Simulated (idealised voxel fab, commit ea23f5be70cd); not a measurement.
process module | voxel wiring stack
cross-section cut | 265 nm wide | cells 5 nm
A cross-section is a grid of square cells, given in bands from the top down. A band is one or more rows of cells.
Each band's line starts with the height of the band's top and of its bottom, in nm. Then come its materials from left to right, each with its width in nm. One material with "throughout" fills the band from edge to edge. "air" is empty space.
Height 0 is the level under which the wafer as received is all one material. The lowest band goes on downwards, as in "0 down".
A width such as "30 to 40" changes by the same amount from each row of cells to the next, from the band's top row to its bottom row.
"no change" after a step means that no cell of the cross-section changed.
closed voids: empty space of 8 cells or more with no open way to the top, each as width x height at its distance from the left edge, in nm
after a step's settings: what the simulator itself notes on the step
overlay nm, on a step with a mask: how far to the right of its planned place the mask lay; to the left if negative
plan
1 op RECEIVE | material Si
2 op CONFORMAL_DEP | material SiO2 | thk nm 15
3 op CONFORMAL_DEP | material SiN | thk nm 5
4 op DIRECTIONAL_DEP | material lowk | thk nm 15
5 op PATTERN | tone open | mask id METAL_1 | material resist | width nm 25 | pitch nm 45 | thk nm 15 | overlay nm 0
6 op DIRECTIONAL_ETCH | etch materials lowk | depth nm 15
7 op DIRECTIONAL_ETCH | etch materials SiN | depth nm 5
8 op STRIP | etch materials resist
9 op CONFORMAL_DEP | material TiN | thk nm 5
10 op FILL_DEP | material Cu | thk nm 5
11 op CMP | height nm 35
12 op EPI | material Ru | thk nm 5
13 op FILL_DEP | material SiCN | thk nm 5
14 op DIRECTIONAL_DEP | material SiO2 | thk nm 10
15 op MASKED_ETCH | tone open | mask id PLUG_1 | width nm 15 | pitch nm 90 | etch materials SiO2 | depth nm 10 | overlay nm 0
16 op MASKED_ETCH | tone open | mask id PLUG_1 | width nm 15 | pitch nm 90 | etch materials SiCN | depth nm 5 | overlay nm 0
17 op EPI | material Ru | thk nm 10
18 op EPI | material Ru | thk nm 5
19 op CONFORMAL_DEP | material SiN | thk nm 5
20 op DIRECTIONAL_DEP | material SiO2 | thk nm 20
21 op MASKED_ETCH | tone open | mask id METAL_2 | width nm 25 | pitch nm 45 | etch materials SiO2 | depth nm 20 | overlay nm 0
22 op MASKED_ETCH | tone open | mask id METAL_2 | width nm 25 | pitch nm 45 | etch materials SiN | depth nm 5 | overlay nm 0
23 op CONFORMAL_DEP | material TiN | thk nm 5
24 op FILL_DEP | material Cu | thk nm 10
25 op CMP | height nm 80
26 op CONFORMAL_DEP | material SiCN | thk nm 5
27 op DIRECTIONAL_DEP | material SiO2 | thk nm 25
28 op DIRECTIONAL_DEP | material aC | thk nm 10
29 op PATTERN | tone open | mask id METAL_3 | material resist | width nm 25 | pitch nm 45 | thk nm 30 | overlay nm 0
30 op DIRECTIONAL_ETCH | etch materials aC | depth nm 10
31 op STRIP | etch materials resist
32 op DIRECTIONAL_ETCH | etch materials SiO2 | depth nm 15
33 op STRIP | etch materials aC
34 op DIRECTIONAL_DEP | material aC | thk nm 10
35 op PATTERN | tone open | mask id METAL_3_HOLES | material resist | width nm 15 | pitch nm 45 | thk nm 30 | overlay nm 0
36 op DIRECTIONAL_ETCH | etch materials aC | depth nm 10
37 op STRIP | etch materials resist
38 op DIRECTIONAL_ETCH | etch materials SiO2 | depth nm 10
39 op DIRECTIONAL_ETCH | etch materials SiCN | depth nm 5
40 op STRIP | etch materials aC
41 op CONFORMAL_DEP | material TiN | thk nm 5
42 op FILL_DEP | material Cu | thk nm 10
43 op CMP | height nm 110
44 op CONFORMAL_DEP | material SiCN | thk nm 5
45 op DIRECTIONAL_DEP | material SiO2 | thk nm 30
46 op DIRECTIONAL_DEP | material aC | thk nm 10
47 op PATTERN | tone open | mask id METAL_4_HOLES | material resist | width nm 15 | pitch nm 90 | thk nm 25 | overlay nm 0
48 op DIRECTIONAL_ETCH | etch materials aC | depth nm 10
49 op STRIP | etch materials resist
50 op DIRECTIONAL_ETCH | etch materials SiO2 | depth nm 30
51 op STRIP | etch materials aC
52 op MASKED_ETCH | tone open | mask id METAL_4 | width nm 25 | pitch nm 45 | etch materials SiO2 | depth nm 20 | overlay nm -15
53 op MASKED_ETCH | tone open | mask id METAL_4 | width nm 25 | pitch nm 45 | etch materials SiCN | depth nm 5 | overlay nm 0
54 op CONFORMAL_DEP | material TiN | thk nm 5
55 op FILL_DEP | material Ru | thk nm 10
56 op CMP | height nm 145
57 op CONFORMAL_DEP | material SiCN | thk nm 5
varied across the wafers: overlay nm of step 52. The plan shows the first wafer's value. All wafers start alike
first wafer as received, after step 1
  0 down: Si throughout
  closed voids: none
first wafer at the end, after step 57
  150 to 145: SiCN throughout
  145 to 130: SiO2 35 | TiN 5 | Ru 20 | TiN 5 | SiO2 15 | TiN 5 | Ru 15 | TiN 5 | SiO2 20 | TiN 5 | Ru 20 | TiN 5 | SiO2 15 | TiN 5 | Ru 15 | TiN 5 | SiO2 70
  130 to 125: SiO2 35 | TiN 20 | Ru 5 | TiN 5 | SiO2 15 | TiN 25 | SiO2 20 | TiN 20 | Ru 5 | TiN 5 | SiO2 15 | TiN 25 | SiO2 70
  125 to 115: SiO2 50 | TiN 5 | Ru 5 | TiN 5 | SiO2 75 | TiN 5 | Ru 5 | TiN 5 | SiO2 110
  115 to 110: SiCN 50 | TiN 15 | SiCN 75 | TiN 15 | SiCN 110
  110 to 100: SiO2 50 | TiN 5 | Cu 15 | TiN 5 | SiO2 20 | TiN 5 | Cu 15 | TiN 5 | SiO2 20 | TiN 5 | Cu 15 | TiN 5 | SiO2 20 | TiN 5 | Cu 15 | TiN 5 | SiO2 55
  100 to 95: SiO2 50 | TiN 5 | Cu 5 | TiN 15 | SiO2 20 | TiN 5 | Cu 5 | TiN 15 | SiO2 20 | TiN 5 | Cu 5 | TiN 15 | SiO2 20 | TiN 5 | Cu 5 | TiN 15 | SiO2 55
  95 to 85: SiO2 50 | TiN 5 | Cu 5 | TiN 5 | SiO2 30 | TiN 5 | Cu 5 | TiN 5 | SiO2 30 | TiN 5 | Cu 5 | TiN 5 | SiO2 30 | TiN 5 | Cu 5 | TiN 5 | SiO2 65
  85 to 80: SiCN 50 | TiN 15 | SiCN 30 | TiN 15 | SiCN 30 | TiN 15 | SiCN 30 | TiN 15 | SiCN 65
  80 to 60: SiO2 50 | TiN 5 | Cu 15 | TiN 5 | SiO2 20 | TiN 5 | Cu 15 | TiN 5 | SiO2 20 | TiN 5 | Cu 15 | TiN 5 | SiO2 20 | TiN 5 | Cu 15 | TiN 5 | SiO2 55
  60 to 55: SiN 50 | TiN 25 | SiN 20 | TiN 25 | SiN 20 | TiN 25 | SiN 20 | TiN 25 | SiN 55
  55 to 45: SiO2 50 | Ru 15 | SiO2 75 | Ru 15 | SiO2 110
  45 to 40: SiCN 50 | Ru 15 | SiCN 75 | Ru 15 | SiCN 110
  40 to 35: SiCN 45 | Ru 35 | SiCN 10 | Ru 35 | SiCN 10 | Ru 35 | SiCN 10 | Ru 35 | SiCN 50
  35 to 20: lowk 50 | TiN 5 | Cu 15 | TiN 5 | lowk 20 | TiN 5 | Cu 15 | TiN 5 | lowk 20 | TiN 5 | Cu 15 | TiN 5 | lowk 20 | TiN 5 | Cu 15 | TiN 5 | lowk 55
  20 to 15: SiN 50 | TiN 25 | SiN 20 | TiN 25 | SiN 20 | TiN 25 | SiN 20 | TiN 25 | SiN 55
  15 to 0: SiO2 throughout
  0 down: Si throughout
  closed voids: none
last wafer at the end
  150 to 145: SiCN throughout
  145 to 130: SiO2 50 | TiN 5 | Ru 30 | TiN 5 | SiO2 20 | TiN 5 | Ru 15 | TiN 5 | SiO2 5 | TiN 5 | Ru 30 | TiN 5 | SiO2 20 | TiN 5 | Ru 15 | TiN 5 | SiO2 40
  130 to 125: SiO2 50 | TiN 5 | Ru 5 | TiN 30 | SiO2 20 | TiN 25 | SiO2 5 | TiN 5 | Ru 5 | TiN 30 | SiO2 20 | TiN 25 | SiO2 40
  125 to 115: SiO2 50 | TiN 5 | Ru 5 | TiN 5 | SiO2 75 | TiN 5 | Ru 5 | TiN 5 | SiO2 110
  115 to 110: SiCN 50 | TiN 15 | SiCN 75 | TiN 15 | SiCN 110
  110 to 100: SiO2 50 | TiN 5 | Cu 15 | TiN 5 | SiO2 20 | TiN 5 | Cu 15 | TiN 5 | SiO2 20 | TiN 5 | Cu 15 | TiN 5 | SiO2 20 | TiN 5 | Cu 15 | TiN 5 | SiO2 55
  100 to 95: SiO2 50 | TiN 5 | Cu 5 | TiN 15 | SiO2 20 | TiN 5 | Cu 5 | TiN 15 | SiO2 20 | TiN 5 | Cu 5 | TiN 15 | SiO2 20 | TiN 5 | Cu 5 | TiN 15 | SiO2 55
  95 to 85: SiO2 50 | TiN 5 | Cu 5 | TiN 5 | SiO2 30 | TiN 5 | Cu 5 | TiN 5 | SiO2 30 | TiN 5 | Cu 5 | TiN 5 | SiO2 30 | TiN 5 | Cu 5 | TiN 5 | SiO2 65
  85 to 80: SiCN 50 | TiN 15 | SiCN 30 | TiN 15 | SiCN 30 | TiN 15 | SiCN 30 | TiN 15 | SiCN 65
  80 to 60: SiO2 50 | TiN 5 | Cu 15 | TiN 5 | SiO2 20 | TiN 5 | Cu 15 | TiN 5 | SiO2 20 | TiN 5 | Cu 15 | TiN 5 | SiO2 20 | TiN 5 | Cu 15 | TiN 5 | SiO2 55
  60 to 55: SiN 50 | TiN 25 | SiN 20 | TiN 25 | SiN 20 | TiN 25 | SiN 20 | TiN 25 | SiN 55
  55 to 45: SiO2 50 | Ru 15 | SiO2 75 | Ru 15 | SiO2 110
  45 to 40: SiCN 50 | Ru 15 | SiCN 75 | Ru 15 | SiCN 110
  40 to 35: SiCN 45 | Ru 35 | SiCN 10 | Ru 35 | SiCN 10 | Ru 35 | SiCN 10 | Ru 35 | SiCN 50
  35 to 20: lowk 50 | TiN 5 | Cu 15 | TiN 5 | lowk 20 | TiN 5 | Cu 15 | TiN 5 | lowk 20 | TiN 5 | Cu 15 | TiN 5 | lowk 20 | TiN 5 | Cu 15 | TiN 5 | lowk 55
  20 to 15: SiN 50 | TiN 25 | SiN 20 | TiN 25 | SiN 20 | TiN 25 | SiN 20 | TiN 25 | SiN 55
  15 to 0: SiO2 throughout
  0 down: Si throughout
  closed voids: none
each wafer at the end: cells of each material gained (+) or lost (-) since it was received, then its closed voids
overlay nm -15 | +120 Cu | +94 Ru | +213 SiCN | +66 SiN | +784 SiO2 | +214 TiN | +99 lowk | closed voids: none
overlay nm -10 | +120 Cu | +88 Ru | +213 SiCN | +66 SiN | +792 SiO2 | +212 TiN | +99 lowk | closed voids: none
overlay nm -5 | +120 Cu | +88 Ru | +213 SiCN | +66 SiN | +792 SiO2 | +212 TiN | +99 lowk | closed voids: none
overlay nm 0 | +120 Cu | +88 Ru | +213 SiCN | +66 SiN | +792 SiO2 | +212 TiN | +99 lowk | closed voids: none
overlay nm 5 | +120 Cu | +94 Ru | +213 SiCN | +66 SiN | +784 SiO2 | +214 TiN | +99 lowk | closed voids: none
overlay nm 10 | +120 Cu | +100 Ru | +213 SiCN | +66 SiN | +776 SiO2 | +216 TiN | +99 lowk | closed voids: none
overlay nm 15 | +120 Cu | +106 Ru | +213 SiCN | +66 SiN | +768 SiO2 | +218 TiN | +99 lowk | closed voids: none
